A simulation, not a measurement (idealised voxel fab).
This is a process module. Its name is voxel ribs on slabs.
It is cross-section cut that appears here, measuring 180 nm in width, its square cells being 5 nm in size.
Reading order for cross-sections: top band down to bottom band. Underlying form: a grid of square cells. Band size: one or more rows of cells.
The entry gives the band's vertical extent as a top height and a bottom height in nm, then its horizontal make-up as materials from left to right, each with a width in nm. "blank" stands for empty space; a single material marked "edge to edge" fills the band edge to edge.
Height is counted from the level 0, under which the received wafer is composed throughout of one material. The lowest of the bands is not closed at the bottom but continues downward, in the notation "0 -> down".
Width "30..40": first value at the band's top row of cells, second value at its bottom row, equal change from row to row.
"nothing was modified" -> step changed no cross-section cell.
This entry, "Completely sealed voids", enumerates those empty regions of no fewer than 8 cells that possess no open connection to the top. Each region is reported in the form width x height at distance, the distance being taken from the left edge, with all three quantities expressed in nm.
The remark found on a step's line after its settings is issued by the simulator itself and pertains to that step.
overlay nm: mask right of planned place by this much (step with mask). Neg. = left.

### Set out below are the planned steps of the process
1,RECEIVE, material Si
2,DIRECTIONAL_DEP, material SiO2, thk nm 25
3,DIRECTIONAL_DEP, material polySi, thk nm 15
4,MASKED_ETCH, tone cover, mask id RIB, width nm 20, etch materials polySi, depth nm 10, overlay nm 0
5,PATTERN, tone cover, mask id SLAB, material resist, width nm 80, thk nm 15, overlay nm 0
6,DIRECTIONAL_ETCH, etch materials polySi, depth nm 5
7,STRIP, etch materials resist
8,FILL_DEP, material SiO2, thk nm 20
9,CMP, height nm 50
10,DIRECTIONAL_DEP, material W, thk nm 5
11,PATTERN, tone cover, mask id HEATER, material resist, width nm 30, thk nm 20, overlay nm 0
12,DIRECTIONAL_ETCH, etch materials W, depth nm 5
13,STRIP, etch materials resist
14,CONFORMAL_DEP, material SiN, thk nm 10

### Wafer cross-section on receipt, i.e. after step 1
* 0 -> down: Si edge to edge
* Completely sealed voids: none

### Cross-section, first of two wafers, end of module, run as planned
* 65 -> 60: blank 65 nm | SiN 50 nm | blank 65 nm
* 60 -> 55: SiN edge to edge
* 55 -> 50: SiN 75 nm | W 30 nm | SiN 75 nm
* 50 -> 40: SiO2 edge to edge
* 40 -> 30: SiO2 80 nm | polySi 20 nm | SiO2 80 nm
* 30 -> 25: SiO2 50 nm | polySi 80 nm | SiO2 50 nm
* 25 -> 0: SiO2 edge to edge
* 0 -> down: Si edge to edge
* Completely sealed voids: none

### Same start, same plan as the first wafer - but one mistake in the run. Cross-section of the second of the two at the end of the module
* 65 -> 60: blank 60 nm | SiN 60 nm | blank 60 nm
* 60 -> 55: SiN edge to edge
* 55 -> 50: SiN 70 nm | W 40 nm | SiN 70 nm
* 50 -> 40: SiO2 edge to edge
* 40 -> 30: SiO2 80 nm | polySi 20 nm | SiO2 80 nm
* 30 -> 25: SiO2 50 nm | polySi 80 nm | SiO2 50 nm
* 25 -> 0: SiO2 edge to edge
* 0 -> down: Si edge to edge
* Completely sealed voids: none
So what did we get wrong on this run? step 11 was processed under conditions differing from the plan, specifically as PATTERN, tone cover, mask id HEATER, material resist, width nm 40, thk nm 20, overlay nm 0
Wafer comparison, final, in cells, second relative to first, materials more or fewer: W +2
